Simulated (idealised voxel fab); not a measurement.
process module | voxel wiring stack
cross-section cut | 275 nm wide | cells 5 nm
A cross-section is a grid of square cells, given in bands from the top down. A band is one or more rows of cells.
Each band's line starts with the height of the band's top and of its bottom, in nm. Then come its materials from left to right, each with its width in nm. One material with "throughout" fills the band from edge to edge. "air" is empty space.
Height 0 is the level under which the wafer as received is all one material. The lowest band goes on downwards, as in "0 down".
A width such as "30 to 40" changes by the same amount from each row of cells to the next, from the band's top row to its bottom row.
"no change" after a step means that no cell of the cross-section changed.
closed voids: empty space of 8 cells or more with no open way to the top, each as width x height at its distance from the left edge, in nm
after a step's settings: what the simulator itself notes on the step
overlay nm, on a step with a mask: how far to the right of its planned place the mask lay; to the left if negative
plan
1 op RECEIVE | material Si
2 op CONFORMAL_DEP | material SiO2 | thk nm 10
3 op DIRECTIONAL_DEP | material TiN | thk nm 5
4 op DIRECTIONAL_DEP | material W | thk nm 25
5 op PATTERN | tone cover | mask id METAL_1 | material resist | width nm 20 | pitch nm 35 | thk nm 15 | overlay nm 0
6 op DIRECTIONAL_ETCH | etch materials W | depth nm 25
7 op DIRECTIONAL_ETCH | etch materials TiN | depth nm 5
8 op STRIP | etch materials resist
9 op FILL_DEP | material lowk | thk nm 5
10 op CMP | height nm 40
11 op CONFORMAL_DEP | material SiCN | thk nm 5
12 op DIRECTIONAL_DEP | material SiO2 | thk nm 15
13 op PATTERN | tone open | mask id PLUG_1 | material resist | width nm 15 | pitch nm 70 | thk nm 20 | overlay nm 0
14 op DIRECTIONAL_ETCH | etch materials SiO2 | depth nm 15
15 op DIRECTIONAL_ETCH | etch materials SiCN | depth nm 5
16 op STRIP | etch materials resist
17 op EPI | material Ru | thk nm 10
18 op EPI | material Ru | thk nm 10
19 op DIRECTIONAL_DEP | material TiN | thk nm 5
20 op DIRECTIONAL_DEP | material W | thk nm 25
21 op DIRECTIONAL_DEP | material aC | thk nm 15
22 op PATTERN | tone cover | mask id METAL_2 | material resist | width nm 20 | pitch nm 35 | thk nm 30 | overlay nm 0
23 op DIRECTIONAL_ETCH | etch materials aC | depth nm 15
24 op STRIP | etch materials resist
25 op DIRECTIONAL_ETCH | etch materials W | depth nm 25
26 op DIRECTIONAL_ETCH | etch materials TiN | depth nm 5
27 op STRIP | etch materials aC
28 op FILL_DEP | material lowk | thk nm 5
29 op CMP | height nm 90
30 op CONFORMAL_DEP | material SiCN | thk nm 5
31 op DIRECTIONAL_DEP | material SiO2 | thk nm 10
32 op DIRECTIONAL_DEP | material aC | thk nm 10
33 op PATTERN | tone open | mask id PLUG_2 | material resist | width nm 15 | pitch nm 70 | thk nm 25 | overlay nm -15
34 op DIRECTIONAL_ETCH | etch materials aC | depth nm 10
35 op STRIP | etch materials resist
36 op DIRECTIONAL_ETCH | etch materials SiO2 | depth nm 10
37 op DIRECTIONAL_ETCH | etch materials SiCN | depth nm 5
38 op STRIP | etch materials aC
39 op CONFORMAL_DEP | material TiN | thk nm 5
40 op FILL_DEP | material Ru | thk nm 5
41 op CMP | height nm 105
42 op CONFORMAL_DEP | material SiN | thk nm 5
43 op DIRECTIONAL_DEP | material SiO2 | thk nm 15
44 op PATTERN | tone open | mask id METAL_3 | material resist | width nm 20 | pitch nm 35 | thk nm 20 | overlay nm 0
45 op DIRECTIONAL_ETCH | etch materials SiO2 | depth nm 15
46 op DIRECTIONAL_ETCH | etch materials SiN | depth nm 5
47 op STRIP | etch materials resist
48 op CONFORMAL_DEP | material TiN | thk nm 5
49 op FILL_DEP | material Cu | thk nm 10
50 op CMP | height nm 125
51 op EPI | material Ru | thk nm 5
52 op FILL_DEP | material SiCN | thk nm 5
varied across the wafers: overlay nm of step 33. The plan shows the first wafer's value. All wafers start alike
first wafer as received, after step 1
  0 down: Si throughout
  closed voids: none
first wafer at the end, after step 52
  135 to 130: SiCN throughout
  130 to 125: SiCN 85 | Ru 30 | SiCN 5 | Ru 30 | SiCN 5 | Ru 30 | SiCN 90
  125 to 110: SiO2 90 | TiN 5 | Cu 10 | TiN 5 | SiO2 15 | TiN 5 | Cu 10 | TiN 5 | SiO2 15 | TiN 5 | Cu 10 | TiN 5 | SiO2 95
  110 to 105: SiN 90 | TiN 20 | SiN 15 | TiN 20 | SiN 15 | TiN 20 | SiN 95
  105 to 95: SiO2 75 | TiN 5 | Ru 5 | TiN 5 | SiO2 55 | TiN 5 | Ru 5 | TiN 5 | SiO2 115
  95 to 90: SiCN 75 | TiN 15 | SiCN 55 | TiN 15 | SiCN 115
  90 to 65: lowk 90 | W 20 | lowk 15 | W 20 | lowk 15 | W 20 | lowk 95
  65 to 60: lowk 90 | TiN 20 | lowk 15 | TiN 20 | lowk 15 | TiN 20 | lowk 95
  60 to 45: SiO2 90 | Ru 15 | SiO2 55 | Ru 15 | SiO2 100
  45 to 40: SiCN 90 | Ru 15 | SiCN 55 | Ru 15 | SiCN 100
  40 to 15: lowk 90 | W 20 | lowk 15 | W 20 | lowk 15 | W 20 | lowk 95
  15 to 10: lowk 90 | TiN 20 | lowk 15 | TiN 20 | lowk 15 | TiN 20 | lowk 95
  10 to 0: SiO2 throughout
  0 down: Si throughout
  closed voids: none
last wafer at the end
  135 to 130: SiCN throughout
  130 to 125: SiCN 85 | Ru 30 | SiCN 5 | Ru 30 | SiCN 5 | Ru 30 | SiCN 90
  125 to 110: SiO2 90 | TiN 5 | Cu 10 | TiN 5 | SiO2 15 | TiN 5 | Cu 10 | TiN 5 | SiO2 15 | TiN 5 | Cu 10 | TiN 5 | SiO2 95
  110 to 105: SiN 90 | TiN 20 | SiN 15 | TiN 20 | SiN 15 | TiN 20 | SiN 95
  105 to 95: SiO2 105 | TiN 5 | Ru 5 | TiN 5 | SiO2 55 | TiN 5 | Ru 5 | TiN 5 | SiO2 85
  95 to 90: SiCN 105 | TiN 15 | SiCN 55 | TiN 15 | SiCN 85
  90 to 65: lowk 90 | W 20 | lowk 15 | W 20 | lowk 15 | W 20 | lowk 95
  65 to 60: lowk 90 | TiN 20 | lowk 15 | TiN 20 | lowk 15 | TiN 20 | lowk 95
  60 to 45: SiO2 90 | Ru 15 | SiO2 55 | Ru 15 | SiO2 100
  45 to 40: SiCN 90 | Ru 15 | SiCN 55 | Ru 15 | SiCN 100
  40 to 15: lowk 90 | W 20 | lowk 15 | W 20 | lowk 15 | W 20 | lowk 95
  15 to 10: lowk 90 | TiN 20 | lowk 15 | TiN 20 | lowk 15 | TiN 20 | lowk 95
  10 to 0: SiO2 throughout
  0 down: Si throughout
  closed voids: none
each wafer at the end: cells of each material gained (+) or lost (-) since it was received, then its closed voids
overlay nm -15 | +18 Cu | +46 Ru | +190 SiCN | +43 SiN | +484 SiO2 | +68 TiN | +120 W | +516 lowk | closed voids: none
overlay nm -10 | +18 Cu | +46 Ru | +190 SiCN | +43 SiN | +484 SiO2 | +68 TiN | +120 W | +516 lowk | closed voids: none
overlay nm -5 | +18 Cu | +46 Ru | +190 SiCN | +43 SiN | +484 SiO2 | +68 TiN | +120 W | +516 lowk | closed voids: none
overlay nm 0 | +18 Cu | +46 Ru | +190 SiCN | +43 SiN | +484 SiO2 | +68 TiN | +120 W | +516 lowk | closed voids: none
overlay nm 5 | +18 Cu | +46 Ru | +190 SiCN | +43 SiN | +484 SiO2 | +68 TiN | +120 W | +516 lowk | closed voids: none
overlay nm 10 | +18 Cu | +46 Ru | +190 SiCN | +43 SiN | +484 SiO2 | +68 TiN | +120 W | +516 lowk | closed voids: none
overlay nm 15 | +18 Cu | +46 Ru | +190 SiCN | +43 SiN | +484 SiO2 | +68 TiN | +120 W | +516 lowk | closed voids: none
